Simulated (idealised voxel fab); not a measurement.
Documented hereafter: the process module known as voxel capacitor over wiring.
Displayed cross-section: cut, width of 155 nm, square cells sized 5 nm.
Cross-section, as written here: a square-cell grid given band by band from the top down, where a band holds one or more rows of cells. First you get the band's top height and its bottom height, in nm, and then the materials it's made of, left to right, with each width in nm. If you see a single material with "all across", that one covers the band edge to edge. "blank" is empty space. It should be noted that heights are counted from 0, beneath which the wafer as supplied is of one material throughout, and that the lowest band possesses no lower boundary but continues downward, as written in "from 0 down". The notation "30..40" denotes a width that varies across the rows of cells in the band, beginning at the first number in the top row, finishing at the second number in the bottom row, and changing by an identical amount from each row to the next. "all unchanged" after a step means that no cell of the cross-section changed. Listed in "closed voids": every empty space of 8 or more cells without an open way to the top. Form: width x height at distance, the distance being from the left edge, all in nm. The remark found on a step's line after its settings is issued by the simulator itself and pertains to that step. overlay nm: on a step with a mask, how far right of its planned place the mask lay; negative means left.

## So here's the lineup of process steps we planned
1. RECEIVE, material Si
2. CONFORMAL_DEP, material SiO2, thk nm 10
3. CONFORMAL_DEP, material SiCN, thk nm 5
4. DIRECTIONAL_DEP, material SiO2, thk nm 20
5. DIRECTIONAL_DEP, material aC, thk nm 15
6. PATTERN, tone open, mask id METAL_1, material resist, width nm 30, pitch nm 90, thk nm 35, overlay nm 0
7. DIRECTIONAL_ETCH, etch materials aC, depth nm 15
8. STRIP, etch materials resist
9. DIRECTIONAL_ETCH, etch materials SiO2, depth nm 20
10. DIRECTIONAL_ETCH, etch materials SiCN, depth nm 5
11. STRIP, etch materials aC
12. CONFORMAL_DEP, material TiN, thk nm 5
13. FILL_DEP, material Ru, thk nm 10
14. CMP, height nm 35
15. CONFORMAL_DEP, material SiCN, thk nm 5
16. DIRECTIONAL_DEP, material SiO2, thk nm 20
17. PATTERN, tone open, mask id PLUG_1, material resist, width nm 15, thk nm 20, overlay nm 0
18. DIRECTIONAL_ETCH, etch materials SiO2, depth nm 20
19. DIRECTIONAL_ETCH, etch materials SiCN, depth nm 5
20. STRIP, etch materials resist
21. EPI, material Ru, thk nm 10
22. EPI, material Ru, thk nm 10
23. EPI, material Ru, thk nm 5
24. DIRECTIONAL_DEP, material TiN, thk nm 10
25. DIRECTIONAL_DEP, material Al2O3, thk nm 5
26. DIRECTIONAL_DEP, material TiN, thk nm 10
27. DIRECTIONAL_DEP, material aC, thk nm 15
28. PATTERN, tone cover, mask id UPPER_PLATE, material resist, width nm 65, thk nm 30, overlay nm 0
29. DIRECTIONAL_ETCH, etch materials aC, depth nm 15
30. STRIP, etch materials resist
31. DIRECTIONAL_ETCH, etch materials TiN, depth nm 10
32. DIRECTIONAL_ETCH, etch materials Al2O3, depth nm 5
33. STRIP, etch materials aC
34. DIRECTIONAL_DEP, material aC, thk nm 10
35. PATTERN, tone cover, mask id LOWER_PLATE, material resist, width nm 75, thk nm 30, overlay nm 0
36. DIRECTIONAL_ETCH, etch materials aC, depth nm 10
37. STRIP, etch materials resist
38. DIRECTIONAL_ETCH, etch materials TiN, depth nm 10
39. STRIP, etch materials aC
40. FILL_DEP, material SiO2, thk nm 15
41. CMP, height nm 95
42. DIRECTIONAL_DEP, material aC, thk nm 15
43. PATTERN, tone open, mask id PLUG_2, material resist, width nm 15, thk nm 35, overlay nm 0
44. DIRECTIONAL_ETCH, etch materials aC, depth nm 15
45. STRIP, etch materials resist
46. DIRECTIONAL_ETCH, etch materials SiO2, depth nm 10
47. STRIP, etch materials aC
48. CONFORMAL_DEP, material TiN, thk nm 5
49. FILL_DEP, material Ru, thk nm 10
50. CMP, height nm 95
51. CONFORMAL_DEP, material SiN, thk nm 5

## The first of the two wafers, which ran as planned

## Incoming wafer in cross-section (state: after step 1)
    from 0 down: Si all across
    closed voids: none

## How the wafer stands in section after step 2
    from 10 to 0: SiO2 all across
    Below 0 it's all the same as before, nothing changed down there.

## How the wafer stands in section after step 3
    from 15 to 10: SiCN all across
    Below 10 it's all the same as before, nothing changed down there.

## How the wafer stands in section after step 4
    from 35 to 15: SiO2 all across
    Below 15 it's all the same as before, nothing changed down there.

## How the wafer stands in section after step 5
    from 50 to 35: aC all across
    Below 35 it's all the same as before, nothing changed down there.

## How the wafer stands in section after step 6
    from 85 to 50: resist (15) | blank (30) | resist (60) | blank (30) | resist (20)
    Below 50 it's all the same as before, nothing changed down there.

## How the wafer stands in section after step 7
    from 70 to 50: resist (15) | blank (30) | resist (60) | blank (30) | resist (20)
    from 50 to 35: aC (15) | blank (30) | aC (60) | blank (30) | aC (20)
    Below 35 it's all the same as before, nothing changed down there.

## How the wafer stands in section after step 8
    from 50 to 35: aC (15) | blank (30) | aC (60) | blank (30) | aC (20)
    Below 35 it's all the same as before, nothing changed down there.

## How the wafer stands in section after step 9
    from 50 to 35: aC (15) | blank (30) | aC (60) | blank (30) | aC (20)
    from 35 to 15: SiO2 (15) | blank (30) | SiO2 (60) | blank (30) | SiO2 (20)
    Below 15 it's all the same as before, nothing changed down there.

## How the wafer stands in section after step 10
    from 50 to 35: aC (15) | blank (30) | aC (60) | blank (30) | aC (20)
    from 35 to 15: SiO2 (15) | blank (30) | SiO2 (60) | blank (30) | SiO2 (20)
    from 15 to 10: SiCN (15) | blank (30) | SiCN (60) | blank (30) | SiCN (20)
    Below 10 it's all the same as before, nothing changed down there.

## How the wafer stands in section after step 11
    from 35 to 15: SiO2 (15) | blank (30) | SiO2 (60) | blank (30) | SiO2 (20)
    Below 15 it's all the same as before, nothing changed down there.

## How the wafer stands in section after step 12
    from 40 to 35: TiN (20) | blank (20) | TiN (70) | blank (20) | TiN (25)
    from 35 to 15: SiO2 (15) | TiN (5) | blank (20) | TiN (5) | SiO2 (60) | TiN (5) | blank (20) | TiN (5) | SiO2 (20)
    from 15 to 10: SiCN (15) | TiN (30) | SiCN (60) | TiN (30) | SiCN (20)
    Below 10 it's all the same as before, nothing changed down there.

## How the wafer stands in section after step 13
    from 50 to 40: Ru all across
    from 40 to 35: TiN (20) | Ru (20) | TiN (70) | Ru (20) | TiN (25)
    from 35 to 15: SiO2 (15) | TiN (5) | Ru (20) | TiN (5) | SiO2 (60) | TiN (5) | Ru (20) | TiN (5) | SiO2 (20)
    Below 15 it's all the same as before, nothing changed down there.

## How the wafer stands in section after step 14
    from 35 to 15: SiO2 (15) | TiN (5) | Ru (20) | TiN (5) | SiO2 (60) | TiN (5) | Ru (20) | TiN (5) | SiO2 (20)
    Below 15 it's all the same as before, nothing changed down there.

## How the wafer stands in section after step 15
    from 40 to 35: SiCN all across
    Below 35 it's all the same as before, nothing changed down there.

## How the wafer stands in section after step 16
    from 60 to 40: SiO2 all across
    Below 40 it's all the same as before, nothing changed down there.

## How the wafer stands in section after step 17
    from 80 to 60: resist (30) | blank (15) | resist (110)
    Below 60 it's all the same as before, nothing changed down there.

## How the wafer stands in section after step 18
    from 80 to 60: resist (30) | blank (15) | resist (110)
    from 60 to 40: SiO2 (30) | blank (15) | SiO2 (110)
    Below 40 it's all the same as before, nothing changed down there.

## How the wafer stands in section after step 19
    from 80 to 60: resist (30) | blank (15) | resist (110)
    from 60 to 40: SiO2 (30) | blank (15) | SiO2 (110)
    from 40 to 35: SiCN (30) | blank (15) | SiCN (110)
    Below 35 it's all the same as before, nothing changed down there.

## How the wafer stands in section after step 20
    from 60 to 40: SiO2 (30) | blank (15) | SiO2 (110)
    Below 40 it's all the same as before, nothing changed down there.

## How the wafer stands in section after step 21
    from 60 to 45: SiO2 (30) | blank (15) | SiO2 (110)
    from 45 to 40: SiO2 (30) | Ru (15) | SiO2 (110)
    from 40 to 35: SiCN (30) | Ru (15) | SiCN (110)
    Below 35 it's all the same as before, nothing changed down there.

## How the wafer stands in section after step 22
    from 60 to 55: SiO2 (30) | blank (15) | SiO2 (110)
    from 55 to 40: SiO2 (30) | Ru (15) | SiO2 (110)
    Below 40 it's all the same as before, nothing changed down there.

## How the wafer stands in section after step 23
    from 60 to 40: SiO2 (30) | Ru (15) | SiO2 (110)
    Below 40 it's all the same as before, nothing changed down there.

## How the wafer stands in section after step 24
    from 70 to 60: TiN all across
    Below 60 it's all the same as before, nothing changed down there.

## How the wafer stands in section after step 25
    from 75 to 70: Al2O3 all across
    Below 70 it's all the same as before, nothing changed down there.

## How the wafer stands in section after step 26
    from 85 to 75: TiN all across
    Below 75 it's all the same as before, nothing changed down there.

## How the wafer stands in section after step 27
    from 100 to 85: aC all across
    Below 85 it's all the same as before, nothing changed down there.

## How the wafer stands in section after step 28
    from 130 to 100: blank (30) | resist (65) | blank (60)
    Below 100 it's all the same as before, nothing changed down there.

## How the wafer stands in section after step 29
    from 115 to 100: blank (30) | resist (65) | blank (60)
    from 100 to 85: blank (30) | aC (65) | blank (60)
    Below 85 it's all the same as before, nothing changed down there.

## How the wafer stands in section after step 30
    from 100 to 85: blank (30) | aC (65) | blank (60)
    Below 85 it's all the same as before, nothing changed down there.

## How the wafer stands in section after step 31
    from 100 to 85: blank (30) | aC (65) | blank (60)
    from 85 to 75: blank (30) | TiN (65) | blank (60)
    Below 75 it's all the same as before, nothing changed down there.

## How the wafer stands in section after step 32
    from 100 to 85: blank (30) | aC (65) | blank (60)
    from 85 to 75: blank (30) | TiN (65) | blank (60)
    from 75 to 70: blank (30) | Al2O3 (65) | blank (60)
    Below 70 it's all the same as before, nothing changed down there.

## How the wafer stands in section after step 33
    from 85 to 75: blank (30) | TiN (65) | blank (60)
    Below 75 it's all the same as before, nothing changed down there.

## How the wafer stands in section after step 34
    from 95 to 85: blank (30) | aC (65) | blank (60)
    from 85 to 80: blank (30) | TiN (65) | blank (60)
    from 80 to 75: aC (30) | TiN (65) | aC (60)
    from 75 to 70: aC (30) | Al2O3 (65) | aC (60)
    Below 70 it's all the same as before, nothing changed down there.

## How the wafer stands in section after step 35
    from 125 to 95: blank (25) | resist (75) | blank (55)
    from 95 to 85: blank (25) | resist (5) | aC (65) | resist (5) | blank (55)
    from 85 to 80: blank (25) | resist (5) | TiN (65) | resist (5) | blank (55)
    Below 80 it's all the same as before, nothing changed down there.

## How the wafer stands in section after step 36
    from 115 to 95: blank (25) | resist (75) | blank (55)
    from 95 to 85: blank (25) | resist (5) | aC (65) | resist (5) | blank (55)
    from 85 to 80: blank (25) | resist (5) | TiN (65) | resist (5) | blank (55)
    from 80 to 75: blank (25) | aC (5) | TiN (65) | aC (5) | blank (55)
    from 75 to 70: blank (25) | aC (5) | Al2O3 (65) | aC (5) | blank (55)
    Below 70 it's all the same as before, nothing changed down there.

## How the wafer stands in section after step 37
    from 95 to 85: blank (30) | aC (65) | blank (60)
    from 85 to 80: blank (30) | TiN (65) | blank (60)
    Below 80 it's all the same as before, nothing changed down there.

## How the wafer stands in section after step 38
    from 95 to 85: blank (30) | aC (65) | blank (60)
    from 85 to 80: blank (30) | TiN (65) | blank (60)
    from 80 to 75: blank (25) | aC (5) | TiN (65) | aC (5) | blank (55)
    from 75 to 70: blank (25) | aC (5) | Al2O3 (65) | aC (5) | blank (55)
    from 70 to 60: blank (25) | TiN (75) | blank (55)
    Below 60 it's all the same as before, nothing changed down there.

## How the wafer stands in section after step 39
    from 85 to 75: blank (30) | TiN (65) | blank (60)
    from 75 to 70: blank (30) | Al2O3 (65) | blank (60)
    Below 70 it's all the same as before, nothing changed down there.

## How the wafer stands in section after step 40
    from 100 to 85: SiO2 all across
    from 85 to 75: SiO2 (30) | TiN (65) | SiO2 (60)
    from 75 to 70: SiO2 (30) | Al2O3 (65) | SiO2 (60)
    from 70 to 60: SiO2 (25) | TiN (75) | SiO2 (55)
    Below 60 it's all the same as before, nothing changed down there.

## How the wafer stands in section after step 41
    from 95 to 85: SiO2 all across
    Below 85 it's all the same as before, nothing changed down there.

## How the wafer stands in section after step 42
    from 110 to 95: aC all across
    Below 95 it's all the same as before, nothing changed down there.

## How the wafer stands in section after step 43
    from 145 to 110: resist (40) | blank (15) | resist (100)
    Below 110 it's all the same as before, nothing changed down there.

## How the wafer stands in section after step 44
    from 130 to 110: resist (40) | blank (15) | resist (100)
    from 110 to 95: aC (40) | blank (15) | aC (100)
    Below 95 it's all the same as before, nothing changed down there.

## How the wafer stands in section after step 45
    from 110 to 95: aC (40) | blank (15) | aC (100)
    Below 95 it's all the same as before, nothing changed down there.

## How the wafer stands in section after step 46
    from 110 to 95: aC (40) | blank (15) | aC (100)
    from 95 to 85: SiO2 (40) | blank (15) | SiO2 (100)
    Below 85 it's all the same as before, nothing changed down there.

## How the wafer stands in section after step 47
    from 95 to 85: SiO2 (40) | blank (15) | SiO2 (100)
    Below 85 it's all the same as before, nothing changed down there.

## How the wafer stands in section after step 48
    from 100 to 95: TiN (45) | blank (5) | TiN (105)
    from 95 to 90: SiO2 (40) | TiN (5) | blank (5) | TiN (5) | SiO2 (100)
    from 90 to 85: SiO2 (40) | TiN (15) | SiO2 (100)
    Below 85 it's all the same as before, nothing changed down there.

## How the wafer stands in section after step 49
    from 110 to 100: Ru all across
    from 100 to 95: TiN (45) | Ru (5) | TiN (105)
    from 95 to 90: SiO2 (40) | TiN (5) | Ru (5) | TiN (5) | SiO2 (100)
    Below 90 it's all the same as before, nothing changed down there.

## How the wafer stands in section after step 50
    from 95 to 90: SiO2 (40) | TiN (5) | Ru (5) | TiN (5) | SiO2 (100)
    Below 90 it's all the same as before, nothing changed down there.

## How the wafer stands in section after step 51
    from 100 to 95: SiN all across
    Below 95 it's all the same as before, nothing changed down there.

## Here the second wafer is described. Its start and its plan were those of the first wafer. Its run contained one mistake. Up to and including step 5, it did exactly what the first wafer did

## At the planned end of step 6, the second wafer in cross-section
    from 85 to 50: blank (15) | resist (30) | blank (60) | resist (30) | blank (20)
    Below 50 it's all the same as before, nothing changed down there.

## At the planned end of step 7, the second wafer in cross-section
    from 70 to 50: blank (15) | resist (30) | blank (60) | resist (30) | blank (20)
    from 50 to 35: blank (15) | aC (30) | blank (60) | aC (30) | blank (20)
    Below 35 it's all the same as before, nothing changed down there.

## At the planned end of step 8, the second wafer in cross-section
    from 50 to 35: blank (15) | aC (30) | blank (60) | aC (30) | blank (20)
    Below 35 it's all the same as before, nothing changed down there.

## At the planned end of step 9, the second wafer in cross-section
    from 50 to 35: blank (15) | aC (30) | blank (60) | aC (30) | blank (20)
    from 35 to 15: blank (15) | SiO2 (30) | blank (60) | SiO2 (30) | blank (20)
    Below 15 it's all the same as before, nothing changed down there.

## At the planned end of step 10, the second wafer in cross-section
    from 50 to 35: blank (15) | aC (30) | blank (60) | aC (30) | blank (20)
    from 35 to 15: blank (15) | SiO2 (30) | blank (60) | SiO2 (30) | blank (20)
    from 15 to 10: blank (15) | SiCN (30) | blank (60) | SiCN (30) | blank (20)
    Below 10 it's all the same as before, nothing changed down there.

## At the planned end of step 11, the second wafer in cross-section
    from 35 to 15: blank (15) | SiO2 (30) | blank (60) | SiO2 (30) | blank (20)
    Below 15 it's all the same as before, nothing changed down there.

## At the planned end of step 12, the second wafer in cross-section
    from 40 to 35: blank (10) | TiN (40) | blank (50) | TiN (40) | blank (15)
    from 35 to 15: blank (10) | TiN (5) | SiO2 (30) | TiN (5) | blank (50) | TiN (5) | SiO2 (30) | TiN (5) | blank (15)
    from 15 to 10: TiN (15) | SiCN (30) | TiN (60) | SiCN (30) | TiN (20)
    Below 10 it's all the same as before, nothing changed down there.

## At the planned end of step 13, the second wafer in cross-section
    from 50 to 40: Ru all across
    from 40 to 35: Ru (10) | TiN (40) | Ru (50) | TiN (40) | Ru (15)
    from 35 to 15: Ru (10) | TiN (5) | SiO2 (30) | TiN (5) | Ru (50) | TiN (5) | SiO2 (30) | TiN (5) | Ru (15)
    Below 15 it's all the same as before, nothing changed down there.

## At the planned end of step 14, the second wafer in cross-section
    from 35 to 15: Ru (10) | TiN (5) | SiO2 (30) | TiN (5) | Ru (50) | TiN (5) | SiO2 (30) | TiN (5) | Ru (15)
    Below 15 it's all the same as before, nothing changed down there.

## At the planned end of step 15, the second wafer in cross-section
    from 40 to 35: SiCN all across
    Below 35 it's all the same as before, nothing changed down there.

## At the planned end of step 16, the second wafer in cross-section
    from 60 to 40: SiO2 all across
    Below 40 it's all the same as before, nothing changed down there.

## At the planned end of step 17, the second wafer in cross-section
    from 80 to 60: resist (30) | blank (15) | resist (110)
    Below 60 it's all the same as before, nothing changed down there.

## At the planned end of step 18, the second wafer in cross-section
    from 80 to 60: resist (30) | blank (15) | resist (110)
    from 60 to 40: SiO2 (30) | blank (15) | SiO2 (110)
    Below 40 it's all the same as before, nothing changed down there.

## At the planned end of step 19, the second wafer in cross-section
    from 80 to 60: resist (30) | blank (15) | resist (110)
    from 60 to 40: SiO2 (30) | blank (15) | SiO2 (110)
    from 40 to 35: SiCN (30) | blank (15) | SiCN (110)
    Below 35 it's all the same as before, nothing changed down there.

## At the planned end of step 20, the second wafer in cross-section
    from 60 to 40: SiO2 (30) | blank (15) | SiO2 (110)
    Below 40 it's all the same as before, nothing changed down there.

At the planned end of step 21, the second wafer in cross-section: all unchanged

At the planned end of step 22, the second wafer in cross-section: all unchanged

At the planned end of step 23, the second wafer in cross-section: all unchanged

## At the planned end of step 24, the second wafer in cross-section
    from 70 to 60: TiN (30) | blank (15) | TiN (110)
    from 60 to 45: SiO2 (30) | blank (15) | SiO2 (110)
    from 45 to 40: SiO2 (30) | TiN (15) | SiO2 (110)
    from 40 to 35: SiCN (30) | TiN (15) | SiCN (110)
    Below 35 it's all the same as before, nothing changed down there.

## At the planned end of step 25, the second wafer in cross-section
    from 75 to 70: Al2O3 (30) | blank (15) | Al2O3 (110)
    from 70 to 60: TiN (30) | blank (15) | TiN (110)
    from 60 to 50: SiO2 (30) | blank (15) | SiO2 (110)
    from 50 to 45: SiO2 (30) | Al2O3 (15) | SiO2 (110)
    Below 45 it's all the same as before, nothing changed down there.

## At the planned end of step 26, the second wafer in cross-section
    from 85 to 75: TiN (30) | blank (15) | TiN (110)
    from 75 to 70: Al2O3 (30) | blank (15) | Al2O3 (110)
    from 70 to 60: TiN (30) | blank (15) | TiN (110)
    from 60 to 50: SiO2 (30) | TiN (15) | SiO2 (110)
    Below 50 it's all the same as before, nothing changed down there.

## At the planned end of step 27, the second wafer in cross-section
    from 100 to 85: aC (30) | blank (15) | aC (110)
    from 85 to 75: TiN (30) | blank (15) | TiN (110)
    from 75 to 70: Al2O3 (30) | aC (15) | Al2O3 (110)
    from 70 to 60: TiN (30) | aC (15) | TiN (110)
    Below 60 it's all the same as before, nothing changed down there.

## At the planned end of step 28, the second wafer in cross-section
    from 130 to 100: blank (30) | resist (65) | blank (60)
    from 100 to 85: aC (30) | resist (15) | aC (110)
    from 85 to 75: TiN (30) | resist (15) | TiN (110)
    Below 75 it's all the same as before, nothing changed down there.

## At the planned end of step 29, the second wafer in cross-section
    from 115 to 100: blank (30) | resist (65) | blank (60)
    from 100 to 85: blank (30) | resist (15) | aC (50) | blank (60)
    Below 85 it's all the same as before, nothing changed down there.

## At the planned end of step 30, the second wafer in cross-section
    from 100 to 85: blank (45) | aC (50) | blank (60)
    from 85 to 75: TiN (30) | blank (15) | TiN (110)
    Below 75 it's all the same as before, nothing changed down there.

## At the planned end of step 31, the second wafer in cross-section
    from 100 to 85: blank (45) | aC (50) | blank (60)
    from 85 to 75: blank (45) | TiN (50) | blank (60)
    Below 75 it's all the same as before, nothing changed down there.

## At the planned end of step 32, the second wafer in cross-section
    from 100 to 85: blank (45) | aC (50) | blank (60)
    from 85 to 75: blank (45) | TiN (50) | blank (60)
    from 75 to 70: blank (30) | aC (15) | Al2O3 (50) | blank (60)
    Below 70 it's all the same as before, nothing changed down there.

## At the planned end of step 33, the second wafer in cross-section
    from 85 to 75: blank (45) | TiN (50) | blank (60)
    from 75 to 70: blank (45) | Al2O3 (50) | blank (60)
    from 70 to 60: TiN (30) | blank (15) | TiN (110)
    Below 60 it's all the same as before, nothing changed down there.

## At the planned end of step 34, the second wafer in cross-section
    from 95 to 85: blank (45) | aC (50) | blank (60)
    from 85 to 80: blank (45) | TiN (50) | blank (60)
    from 80 to 75: aC (30) | blank (15) | TiN (50) | aC (60)
    from 75 to 70: aC (30) | blank (15) | Al2O3 (50) | aC (60)
    from 70 to 60: TiN (30) | aC (15) | TiN (110)
    Below 60 it's all the same as before, nothing changed down there.

## At the planned end of step 35, the second wafer in cross-section
    from 125 to 95: blank (25) | resist (75) | blank (55)
    from 95 to 85: blank (25) | resist (20) | aC (50) | resist (5) | blank (55)
    from 85 to 80: blank (25) | resist (20) | TiN (50) | resist (5) | blank (55)
    from 80 to 75: aC (30) | resist (15) | TiN (50) | aC (60)
    from 75 to 70: aC (30) | resist (15) | Al2O3 (50) | aC (60)
    Below 70 it's all the same as before, nothing changed down there.

## At the planned end of step 36, the second wafer in cross-section
    from 115 to 95: blank (25) | resist (75) | blank (55)
    from 95 to 85: blank (25) | resist (20) | aC (50) | resist (5) | blank (55)
    from 85 to 80: blank (25) | resist (20) | TiN (50) | resist (5) | blank (55)
    from 80 to 75: blank (25) | aC (5) | resist (15) | TiN (50) | aC (5) | blank (55)
    from 75 to 70: blank (25) | aC (5) | resist (15) | Al2O3 (50) | aC (5) | blank (55)
    Below 70 it's all the same as before, nothing changed down there.

## At the planned end of step 37, the second wafer in cross-section
    from 95 to 85: blank (45) | aC (50) | blank (60)
    from 85 to 80: blank (45) | TiN (50) | blank (60)
    from 80 to 75: blank (25) | aC (5) | blank (15) | TiN (50) | aC (5) | blank (55)
    from 75 to 70: blank (25) | aC (5) | blank (15) | Al2O3 (50) | aC (5) | blank (55)
    Below 70 it's all the same as before, nothing changed down there.

## At the planned end of step 38, the second wafer in cross-section
    from 95 to 85: blank (45) | aC (50) | blank (60)
    from 85 to 80: blank (45) | TiN (50) | blank (60)
    from 80 to 75: blank (25) | aC (5) | blank (15) | TiN (50) | aC (5) | blank (55)
    from 75 to 70: blank (25) | aC (5) | blank (15) | Al2O3 (50) | aC (5) | blank (55)
    from 70 to 60: blank (25) | TiN (5) | aC (15) | TiN (55) | blank (55)
    Below 60 it's all the same as before, nothing changed down there.

## At the planned end of step 39, the second wafer in cross-section
    from 85 to 75: blank (45) | TiN (50) | blank (60)
    from 75 to 70: blank (45) | Al2O3 (50) | blank (60)
    from 70 to 60: blank (25) | TiN (5) | blank (15) | TiN (55) | blank (55)
    Below 60 it's all the same as before, nothing changed down there.

## At the planned end of step 40, the second wafer in cross-section
    from 100 to 85: SiO2 all across
    from 85 to 75: SiO2 (45) | TiN (50) | SiO2 (60)
    from 75 to 70: SiO2 (45) | Al2O3 (50) | SiO2 (60)
    from 70 to 60: SiO2 (25) | TiN (5) | SiO2 (15) | TiN (55) | SiO2 (55)
    Below 60 it's all the same as before, nothing changed down there.

## At the planned end of step 41, the second wafer in cross-section
    from 95 to 85: SiO2 all across
    Below 85 it's all the same as before, nothing changed down there.

## At the planned end of step 42, the second wafer in cross-section
    from 110 to 95: aC all across
    Below 95 it's all the same as before, nothing changed down there.

## At the planned end of step 43, the second wafer in cross-section
    from 145 to 110: resist (40) | blank (15) | resist (100)
    Below 110 it's all the same as before, nothing changed down there.

## At the planned end of step 44, the second wafer in cross-section
    from 130 to 110: resist (40) | blank (15) | resist (100)
    from 110 to 95: aC (40) | blank (15) | aC (100)
    Below 95 it's all the same as before, nothing changed down there.

## At the planned end of step 45, the second wafer in cross-section
    from 110 to 95: aC (40) | blank (15) | aC (100)
    Below 95 it's all the same as before, nothing changed down there.

## At the planned end of step 46, the second wafer in cross-section
    from 110 to 95: aC (40) | blank (15) | aC (100)
    from 95 to 85: SiO2 (40) | blank (15) | SiO2 (100)
    Below 85 it's all the same as before, nothing changed down there.

## At the planned end of step 47, the second wafer in cross-section
    from 95 to 85: SiO2 (40) | blank (15) | SiO2 (100)
    Below 85 it's all the same as before, nothing changed down there.

## At the planned end of step 48, the second wafer in cross-section
    from 100 to 95: TiN (45) | blank (5) | TiN (105)
    from 95 to 90: SiO2 (40) | TiN (5) | blank (5) | TiN (5) | SiO2 (100)
    from 90 to 85: SiO2 (40) | TiN (15) | SiO2 (100)
    Below 85 it's all the same as before, nothing changed down there.

## At the planned end of step 49, the second wafer in cross-section
    from 110 to 100: Ru all across
    from 100 to 95: TiN (45) | Ru (5) | TiN (105)
    from 95 to 90: SiO2 (40) | TiN (5) | Ru (5) | TiN (5) | SiO2 (100)
    Below 90 it's all the same as before, nothing changed down there.

## At the planned end of step 50, the second wafer in cross-section
    from 95 to 90: SiO2 (40) | TiN (5) | Ru (5) | TiN (5) | SiO2 (100)
    Below 90 it's all the same as before, nothing changed down there.

## At the planned end of step 51, the second wafer in cross-section
    from 100 to 95: SiN all across
    Below 95 it's all the same as before, nothing changed down there.
Want to know what went wrong? for step 6, the planned setting was not used; the step was instead run as PATTERN, tone cover, mask id METAL_1, material resist, width nm 30, pitch nm 90, thk nm 35, overlay nm 0
Bottom line after processing is that, in cells, the second wafer is up or down on some materials versus the first: 13 more of Ru | 7 fewer of SiCN | 13 fewer of SiO2 | 7 more of TiN
